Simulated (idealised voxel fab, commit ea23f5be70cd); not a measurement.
process module | voxel capacitor over wiring
cross-section cut | 160 nm wide | cells 5 nm
A cross-section is a grid of square cells, given in bands from the top down. A band is one or more rows of cells.
Each band's line starts with the height of the band's top and of its bottom, in nm. Then come its materials from left to right, each with its width in nm. One material with "throughout" fills the band from edge to edge. "air" is empty space.
Height 0 is the level under which the wafer as received is all one material. The lowest band goes on downwards, as in "0 down".
A width such as "30 to 40" changes by the same amount from each row of cells to the next, from the band's top row to its bottom row.
"no change" after a step means that no cell of the cross-section changed.
closed voids: empty space of 8 cells or more with no open way to the top, each as width x height at its distance from the left edge, in nm
after a step's settings: what the simulator itself notes on the step
overlay nm, on a step with a mask: how far to the right of its planned place the mask lay; to the left if negative
plan
1 op RECEIVE | material Si
2 op CONFORMAL_DEP | material SiO2 | thk nm 10
3 op DIRECTIONAL_DEP | material TiN | thk nm 5
4 op DIRECTIONAL_DEP | material Ru | thk nm 20
5 op PATTERN | tone cover | mask id METAL_1 | material resist | width nm 25 | pitch nm 75 | thk nm 15 | overlay nm 0
6 op DIRECTIONAL_ETCH | etch materials Ru | depth nm 20
7 op DIRECTIONAL_ETCH | etch materials TiN | depth nm 5
8 op STRIP | etch materials resist
9 op CONFORMAL_DEP | material SiCN | thk nm 5
10 op FILL_DEP | material lowk | thk nm 10
11 op CMP | height nm 35
12 op CONFORMAL_DEP | material SiCN | thk nm 5
13 op DIRECTIONAL_DEP | material lowk | thk nm 10
14 op PATTERN | tone open | mask id PLUG_1 | material resist | width nm 15 | thk nm 15 | overlay nm 0
15 op DIRECTIONAL_ETCH | etch materials lowk | depth nm 10
16 op DIRECTIONAL_ETCH | etch materials SiCN | depth nm 5
17 op STRIP | etch materials resist
18 op CONFORMAL_DEP | material TiN | thk nm 5
19 op FILL_DEP | material Cu | thk nm 5
20 op CMP | height nm 50
21 op DIRECTIONAL_DEP | material TiN | thk nm 5
22 op DIRECTIONAL_DEP | material Al2O3 | thk nm 5
23 op DIRECTIONAL_DEP | material TiN | thk nm 10
24 op MASKED_ETCH | tone cover | mask id UPPER_PLATE | width nm 55 | etch materials TiN | depth nm 10 | overlay nm 0
25 op MASKED_ETCH | tone cover | mask id UPPER_PLATE | width nm 55 | etch materials Al2O3 | depth nm 5 | overlay nm 0
26 op MASKED_ETCH | tone cover | mask id LOWER_PLATE | width nm 65 | etch materials TiN | depth nm 5 | overlay nm 0
27 op FILL_DEP | material SiO2 | thk nm 15
28 op CMP | height nm 80
29 op DIRECTIONAL_DEP | material aC | thk nm 15
30 op PATTERN | tone open | mask id PLUG_2 | material resist | width nm 15 | thk nm 35 | overlay nm 0
31 op DIRECTIONAL_ETCH | etch materials aC | depth nm 15
32 op STRIP | etch materials resist
33 op DIRECTIONAL_ETCH | etch materials SiO2 | depth nm 10
34 op STRIP | etch materials aC
35 op CONFORMAL_DEP | material TiN | thk nm 5
36 op FILL_DEP | material Cu | thk nm 10
37 op CMP | height nm 80
38 op CONFORMAL_DEP | material SiCN | thk nm 5
as received, after step 1
  0 down: Si throughout
  closed voids: none
a wafer at the end: this start, this plan, one mistake
  85 to 80: SiCN throughout
  80 to 75: SiO2 50 | TiN 5 | Cu 5 | TiN 5 | SiO2 95
  75 to 70: SiO2 50 | TiN 15 | SiO2 95
  70 to 65: SiO2 throughout
  65 to 55: SiO2 40 | TiN 55 | SiO2 65
  55 to 50: SiO2 35 | TiN 65 | SiO2 60
  50 to 40: lowk 40 | TiN 5 | Cu 5 | TiN 5 | lowk 105
  40 to 35: SiCN 40 | TiN 15 | SiCN 105
  35 to 15: lowk 25 | SiCN 5 | Ru 25 | SiCN 5 | lowk 40 | SiCN 5 | Ru 25 | SiCN 5 | lowk 25
  15 to 10: SiCN 30 | TiN 25 | SiCN 50 | TiN 25 | SiCN 30
  10 to 0: SiO2 throughout
  0 down: Si throughout
  closed voids: none
what went wrong: step 22 was left out
